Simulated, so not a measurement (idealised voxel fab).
Name of the process module below: voxel spacer lines
We display cut, a cross-section 165 nm in width whose square cells are each 5 nm.
Format of a cross-section: grid, square cells. Given as bands. Order: top down. Band: one or more rows of cells. Heads up on the band format: heights come first, top then bottom, in nm. After that it's the materials left to right, each with its width in nm. A single material flagged "all across" fills the whole band edge to edge, and "empty" means there's empty space there. Ref level 0: as-received wafer is one material below here. Bottom band extends down with no lower bound ("top 0, no bottom"). A width such as "30 to 40" changes by the same amount from each row of cells to the next, from the band's top row to its bottom row. "nothing changed", as given for a step, is the statement that not any cell of the cross-section underwent a change during that step. Any empty space of 8 cells or more lacking an open way to the top shows up in "Enclosed cavities" as width x height at distance, distance from the left edge, in nm. It should be noted that, on the line of a given step, the content following the step's settings is a remark produced by the simulator itself with respect to that step. You can add "overlay nm" to a step's line. For a step with a mask, it describes how far the mask lay to the right of its planned position, and a negative number describes a lay to the left.
Process steps (planned)
step 1: RECEIVE with material Si
step 2: CONFORMAL_DEP with material Al2O3, thk nm 5
step 3: DIRECTIONAL_DEP with material polySi, thk nm 15
step 4: DIRECTIONAL_DEP with material aC, thk nm 25
step 5: PATTERN with tone cover, mask id MANDREL, material resist, width nm 15, pitch nm 60, thk nm 30, overlay nm 0
step 6: DIRECTIONAL_ETCH with etch materials aC, depth nm 25
step 7: STRIP with etch materials resist
step 8: CONFORMAL_DEP with material SiO2, thk nm 10
step 9: DIRECTIONAL_ETCH with etch materials SiO2, depth nm 10
step 10: STRIP with etch materials aC
step 11: DIRECTIONAL_ETCH with etch materials polySi, depth nm 15
step 12: STRIP with etch materials SiO2
The plan's step 5 width nm is the first wafer's value; the wafers differ in this setting and start identical.
Sectional view: first of several wafers, as received, after step 1
> top 0, no bottom: Si all across
> Enclosed cavities: none
Heads up, this table goes wafer by wafer. A row tells you, at the end of the module, how many cells of each material that wafer has put on (+) or dropped (-) since it was received, and then its closed voids
width nm 15, +33 Al2O3, +24 polySi, Enclosed cavities: none
width nm 20, +33 Al2O3, +24 polySi, Enclosed cavities: none
width nm 25, +33 Al2O3, +24 polySi, Enclosed cavities: none
width nm 30, +33 Al2O3, +24 polySi, Enclosed cavities: none
width nm 35, +33 Al2O3, +24 polySi, Enclosed cavities: none
